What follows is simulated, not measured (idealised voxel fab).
process module | voxel transistor to metal
Displayed cross-section: cut, width of 195 nm, square cells sized 5 nm.
A cross-section in this document is a grid of square cells, and it is written down as bands, the top band listed before the ones below it; a band is made up of one or more rows of cells. What a band's entry tells you: where the top is and where the bottom is, as heights in nm, and after that what lies inside, material by material from left to right, each with its width in nm. Empty space is written as the word "air", and a single material marked with the word "all across" occupies the band from edge to edge. Height reference: 0 = level under which incoming wafer is all one material. Lowest band: no bottom, runs on downward, e.g. "0 and below". A width such as "30->40" changes by the same amount from each row of cells to the next, from the band's top row to its bottom row. For the purposes of this document, the phrase "all unchanged" attached to a step denotes that no cell within the cross-section was modified by that step. Listed in "Entrapped void list": every empty space of 8 or more cells without an open way to the top. Form: width x height at distance, the distance being from the left edge, all in nm. On each step's line, the part that comes after the settings is the simulator's own comment on the step. Steps that use a mask can have "overlay nm" on their line. It says how far the mask sat to the right of where it was meant to be. Negative means to the left.
PLANNED STEP LIST FOR THE PROCESS
1: RECEIVE [material Si]
2: CONFORMAL_DEP [material SiO2] [thk nm 5]
3: CONFORMAL_DEP [material SiN] [thk nm 10]
4: DIRECTIONAL_DEP [material aC] [thk nm 15]
5: PATTERN [tone cover] [mask id ACTIVE] [material resist] [width nm 105] [thk nm 35] [overlay nm 0]
6: DIRECTIONAL_ETCH [etch materials aC] [depth nm 15]
7: STRIP [etch materials resist]
8: DIRECTIONAL_ETCH [etch materials SiN] [depth nm 10]
9: DIRECTIONAL_ETCH [etch materials SiO2] [depth nm 5]
10: DIRECTIONAL_ETCH [etch materials Si] [depth nm 25]
11: STRIP [etch materials aC]
12: OXIDIZE [depth nm 5]
13: FILL_DEP [material SiO2] [thk nm 10]
14: CMP [height nm 15]
15: SELECTIVE_ETCH [etch materials SiO2] [depth nm 5]
16: STRIP [etch materials SiN]
17: SELECTIVE_ETCH [etch materials SiO2] [depth nm 5]
18: OXIDIZE [depth nm 5]
19: DIRECTIONAL_DEP [material polySi] [thk nm 20]
20: DIRECTIONAL_DEP [material SiCN] [thk nm 15]
21: DIRECTIONAL_DEP [material aC] [thk nm 10]
22: PATTERN [tone cover] [mask id GATE] [material resist] [width nm 25] [thk nm 30] [overlay nm 0]
23: DIRECTIONAL_ETCH [etch materials aC] [depth nm 10]
24: STRIP [etch materials resist]
25: DIRECTIONAL_ETCH [etch materials SiCN] [depth nm 25]
26: DIRECTIONAL_ETCH [etch materials polySi] [depth nm 30]
27: STRIP [etch materials aC]
28: CONFORMAL_DEP [material SiN] [thk nm 5]
29: DIRECTIONAL_ETCH [etch materials SiN] [depth nm 5]
30: DIRECTIONAL_ETCH [etch materials SiO2] [depth nm 5]
31: DIRECTIONAL_ETCH [etch materials Si] [depth nm 10]
32: EPI [material SiGe] [thk nm 15]
33: FILL_DEP [material SiO2] [thk nm 10]
34: CMP [height nm 20]
35: STRIP [etch materials polySi]
36: SELECTIVE_ETCH [etch materials SiO2] [depth nm 5]
37: CONFORMAL_DEP [material HfO2] [thk nm 5]
38: CONFORMAL_DEP [material TiN] [thk nm 5]
39: FILL_DEP [material W] [thk nm 10]
40: CMP [height nm 15]
41: DIRECTIONAL_DEP [material SiO2] [thk nm 5]
42: MASKED_ETCH [tone open] [mask id CONTACT] [width nm 15] [pitch nm 80] [etch materials SiO2] [depth nm 25] [overlay nm 0]
43: CONFORMAL_DEP [material TiN] [thk nm 5]
44: FILL_DEP [material W] [thk nm 5]
45: CMP [height nm 25]
46: DIRECTIONAL_DEP [material TiN] [thk nm 5]
47: DIRECTIONAL_DEP [material W] [thk nm 15]
48: DIRECTIONAL_DEP [material aC] [thk nm 15]
49: PATTERN [tone cover] [mask id METAL_1] [material resist] [width nm 15] [pitch nm 80] [thk nm 35] [overlay nm 0]
50: DIRECTIONAL_ETCH [etch materials aC] [depth nm 15]
51: STRIP [etch materials resist]
52: DIRECTIONAL_ETCH [etch materials W] [depth nm 15]
53: DIRECTIONAL_ETCH [etch materials TiN] [depth nm 5]
54: STRIP [etch materials aC]
55: FILL_DEP [material SiO2] [thk nm 10]
56: CMP [height nm 45]
57: CONFORMAL_DEP [material SiCN] [thk nm 5]
58: DIRECTIONAL_DEP [material SiO2] [thk nm 30]
59: DIRECTIONAL_DEP [material aC] [thk nm 15]
60: PATTERN [tone open] [mask id METAL_2] [material resist] [width nm 15] [pitch nm 80] [thk nm 35] [overlay nm 0]
61: DIRECTIONAL_ETCH [etch materials aC] [depth nm 15]
62: STRIP [etch materials resist]
63: DIRECTIONAL_ETCH [etch materials SiO2] [depth nm 20]
64: STRIP [etch materials aC]
65: PATTERN [tone open] [mask id METAL_2_HOLES] [material resist] [width nm 15] [pitch nm 80] [thk nm 15] [overlay nm 0]
66: DIRECTIONAL_ETCH [etch materials SiO2] [depth nm 10]
67: DIRECTIONAL_ETCH [etch materials SiCN] [depth nm 5]
68: STRIP [etch materials resist]
69: CONFORMAL_DEP [material TiN] [thk nm 5]
70: FILL_DEP [material Ru] [thk nm 10]
71: CMP [height nm 80]
72: CONFORMAL_DEP [material SiCN] [thk nm 5]
Heads up: all these wafers start the same, and what changes between them is the thk nm in step 41. The value you see in the plan is just what the first wafer got.
THIS IS HOW THE FIRST OF SEVERAL WAFERS LOOKED IN CROSS-SECTION WHEN IT ARRIVED, WHICH IS AFTER STEP 1
  0 and below = Si all across
  Entrapped void list: none
END OF MODULE, BY WAFER: MATERIAL-BY-MATERIAL CELL GAIN (+) OR LOSS (-) SINCE RECEIPT, THEN CLOSED VOIDS
thk nm 5, +13 HfO2, +12 Ru, -163 Si, +72 SiCN, +50 SiGe, +8 SiN, +545 SiO2, +98 TiN, +28 W, Entrapped void list: none
thk nm 10, +13 HfO2, +12 Ru, -163 Si, +72 SiCN, +50 SiGe, +8 SiN, +578 SiO2, +65 TiN, +28 W, Entrapped void list: none
thk nm 15, +13 HfO2, +12 Ru, -163 Si, +72 SiCN, +50 SiGe, +8 SiN, +584 SiO2, +61 TiN, +26 W, Entrapped void list: none
thk nm 20, +13 HfO2, +12 Ru, -163 Si, +72 SiCN, +50 SiGe, +8 SiN, +590 SiO2, +57 TiN, +24 W, Entrapped void list: none
thk nm 25, +13 HfO2, +12 Ru, -163 Si, +72 SiCN, +50 SiGe, +8 SiN, +596 SiO2, +53 TiN, +22 W, Entrapped void list: none
